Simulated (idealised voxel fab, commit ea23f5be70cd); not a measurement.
Process module, titled voxel released beams
280 nm wide, 5 nm square cells: that's cross-section cut.
Reading order for cross-sections: top band down to bottom band. Underlying form: a grid of square cells. Band size: one or more rows of cells. Read a band's entry like this: the first values are the height of its top and the height of its bottom in nm, and what follows is the sequence of materials from left to right, each with its width in nm. Note that "blank" is empty space, and that a single material marked "throughout" reaches across the band from edge to edge. Note: height 0 marks the level under which the wafer is uniformly one material as received. Lowest band unbounded below, written "0 -> down". A width such as "30->40" changes by the same amount from each row of cells to the next, from the band's top row to its bottom row. "no alterations made" -> step changed no cross-section cell. "Closed cavity list" enumerates empty spaces isolated from the top, with no open way to it, that contain at least 8 cells, giving each as width x height at distance from the left edge, all three in nm. Past the settings on a step's line: simulator remark, on that step. On any step carrying a mask, the "overlay nm" setting, if present on the step's line, tells how far right of its planned place the mask lay; negative values point to the left.
LIST OF PLANNED PROCESS STEPS
1 RECEIVE: material Si
2 CONFORMAL_DEP: material Al2O3, thk nm 10
3 DIRECTIONAL_DEP: material SiO2, thk nm 15
4 PATTERN: tone open, mask id ANCHOR, material resist, width nm 30, thk nm 15, overlay nm 0
5 DIRECTIONAL_ETCH: etch materials SiO2, depth nm 15
6 STRIP: etch materials resist
7 CONFORMAL_DEP: material SiN, thk nm 10
8 PATTERN: tone cover, mask id BEAM, material resist, width nm 75, thk nm 15, overlay nm 0
9 DIRECTIONAL_ETCH: etch materials SiN, depth nm 10
10 STRIP: etch materials resist
11 STRIP: etch materials SiO2
HERE'S WHAT THE WAFER LOOKED LIKE IN CROSS-SECTION WHEN IT ARRIVED - THAT'S AFTER STEP 1
- 0 -> down: Si throughout
- Closed cavity list: none
CROSS-SECTIONAL IMAGE OF THE FIRST OF TWO WAFERS AT THE END OF THE MODULE, THE RUN HAVING PROCEEDED AS PLANNED
- 35 -> 25: 100 blank / 15 SiN / 10 blank / 50 SiN / 105 blank
- 25 -> 20: 105 blank / 10 SiN / 10 blank / 10 SiN / 145 blank
- 20 -> 10: 105 blank / 30 SiN / 145 blank
- 10 -> 0: Al2O3 throughout
- 0 -> down: Si throughout
- Closed cavity list: none
SECOND WAFER OF THE TWO, SECTIONED AT THE END OF THE MODULE. IT BEGAN LIKE THE FIRST AND FOLLOWED THE SAME PLAN, BUT ONE MISTAKE WAS MADE WHILE RUNNING IT
- 35 -> 25: 100 blank / 75 SiN / 105 blank
- 25 -> 15: Al2O3 throughout
- 15 -> 0: SiO2 throughout
- 0 -> down: Si throughout
- Closed cavity list: none
Error vs. plan: steps 2 and 3: order swapped relative to plan
Bottom line after processing is that, in cells, the second wafer is up or down on some materials versus the first: 12 fewer of SiN; 168 more of SiO2
